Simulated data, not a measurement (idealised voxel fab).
The process module that follows is named voxel transistor to metal.
The cross-section shown here is cut; it is 185 nm wide and divided into square cells measuring 5 nm on a side.
If you're reading a cross-section in this doc, picture square cells in a grid; it comes to you as bands, top ones listed first down to the bottom, and a band can be one or more rows of cells.
What a band's entry tells you: where the top is and where the bottom is, as heights in nm, and after that what lies inside, material by material from left to right, each with its width in nm. Empty space is written as the word "blank", and a single material marked with the word "throughout" occupies the band from edge to edge.
Height is counted from the level 0, under which the received wafer is composed throughout of one material. The lowest of the bands is not closed at the bottom but continues downward, in the notation "z 0 and below".
Width: "30 to 40" (first number = top row, second number = bottom row, same change from row to row of cells).
"changes: none", as given for a step, is the statement that not any cell of the cross-section underwent a change during that step.
"Catalogued sealed voids" - sealed voids, min. 8 cells, no opening to top; format: width x height at distance (distance from left edge; nm throughout).
Where a step's line continues beyond its settings, the continuation is a remark by the simulator itself on that step.
If you see "overlay nm" on a step's line and that step has a mask, it's telling you how far right of where it was planned the mask ended up; a negative number means it went left instead.
Set out below are the planned steps of the process
| 1 | RECEIVE: material Si |
| 2 | CONFORMAL_DEP: material SiO2, thk nm 5 |
| 3 | CONFORMAL_DEP: material SiN, thk nm 10 |
| 4 | MASKED_ETCH: tone cover, mask id ACTIVE, width nm 95, etch materials SiN, depth nm 10, overlay nm 0 |
| 5 | MASKED_ETCH: tone cover, mask id ACTIVE, width nm 95, etch materials SiO2, depth nm 5, overlay nm 0 |
| 6 | MASKED_ETCH: tone cover, mask id ACTIVE, width nm 95, etch materials Si, depth nm 30, overlay nm 0 |
| 7 | FILL_DEP: material SiO2, thk nm 10 |
| 8 | CMP: height nm 15 |
| 9 | SELECTIVE_ETCH: etch materials SiO2, depth nm 5 |
| 10 | STRIP: etch materials SiN |
| 11 | SELECTIVE_ETCH: etch materials SiO2, depth nm 5 |
| 12 | OXIDIZE: depth nm 5 |
| 13 | DIRECTIONAL_DEP: material polySi, thk nm 30 |
| 14 | DIRECTIONAL_DEP: material SiCN, thk nm 10 |
| 15 | MASKED_ETCH: tone cover, mask id GATE, width nm 15, etch materials SiCN, depth nm 20, overlay nm -10 |
| 16 | MASKED_ETCH: tone cover, mask id GATE, width nm 15, etch materials polySi, depth nm 40, overlay nm 0 |
| 17 | CONFORMAL_DEP: material SiN, thk nm 10 |
| 18 | DIRECTIONAL_ETCH: etch materials SiN, depth nm 10 |
| 19 | DIRECTIONAL_ETCH: etch materials SiO2, depth nm 5 |
| 20 | DIRECTIONAL_ETCH: etch materials Si, depth nm 10 |
| 21 | EPI: material nSi, thk nm 10 |
| 22 | FILL_DEP: material SiO2, thk nm 10 |
| 23 | CMP: height nm 40 |
| 24 | DIRECTIONAL_DEP: material SiO2, thk nm 10 |
| 25 | PATTERN: tone open, mask id CONTACT, material resist, width nm 30, pitch nm 55, thk nm 20, overlay nm 0 |
| 26 | DIRECTIONAL_ETCH: etch materials SiO2, depth nm 55 |
| 27 | STRIP: etch materials resist |
| 28 | CONFORMAL_DEP: material TiN, thk nm 5 |
| 29 | FILL_DEP: material Ru, thk nm 5 |
| 30 | CMP: height nm 50 |
| 31 | DIRECTIONAL_DEP: material TiN, thk nm 5 |
| 32 | DIRECTIONAL_DEP: material W, thk nm 15 |
| 33 | PATTERN: tone cover, mask id METAL_1, material resist, width nm 20, pitch nm 65, thk nm 20, overlay nm 0 |
| 34 | DIRECTIONAL_ETCH: etch materials W, depth nm 15 |
| 35 | DIRECTIONAL_ETCH: etch materials TiN, depth nm 5 |
| 36 | STRIP: etch materials resist |
| 37 | CONFORMAL_DEP: material SiCN, thk nm 5 |
| 38 | FILL_DEP: material SiO2, thk nm 5 |
| 39 | CMP: height nm 70 |
| 40 | CONFORMAL_DEP: material SiN, thk nm 5 |
The wafers in this document start out alike and differ in the overlay nm applied at step 15; the plan shows the value used for the first wafer.
Here's the first of the wafers in cross-section, just as we got it, i.e. after step 1
> z 0 and below: Si throughout
> Catalogued sealed voids: none
Below: a row per wafer. Contents at end of module: for every material, cells gained since receipt (+) or lost since receipt (-); then closed voids
overlay nm -10, +38 Ru, -143 Si, +47 SiCN, +73 SiN, +402 SiO2, +54 TiN, +24 W, +30 nSi, +30 polySi, Catalogued sealed voids: none
overlay nm -5, +45 Ru, -145 Si, +47 SiCN, +73 SiN, +399 SiO2, +54 TiN, +24 W, +34 nSi, +24 polySi, Catalogued sealed voids: none
overlay nm 0, +50 Ru, -147 Si, +47 SiCN, +73 SiN, +398 SiO2, +56 TiN, +24 W, +36 nSi, +18 polySi, Catalogued sealed voids: none
overlay nm 5, +45 Ru, -145 Si, +47 SiCN, +73 SiN, +399 SiO2, +54 TiN, +24 W, +34 nSi, +24 polySi, Catalogued sealed voids: none
overlay nm 10, +38 Ru, -143 Si, +47 SiCN, +73 SiN, +402 SiO2, +54 TiN, +24 W, +30 nSi, +30 polySi, Catalogued sealed voids: none
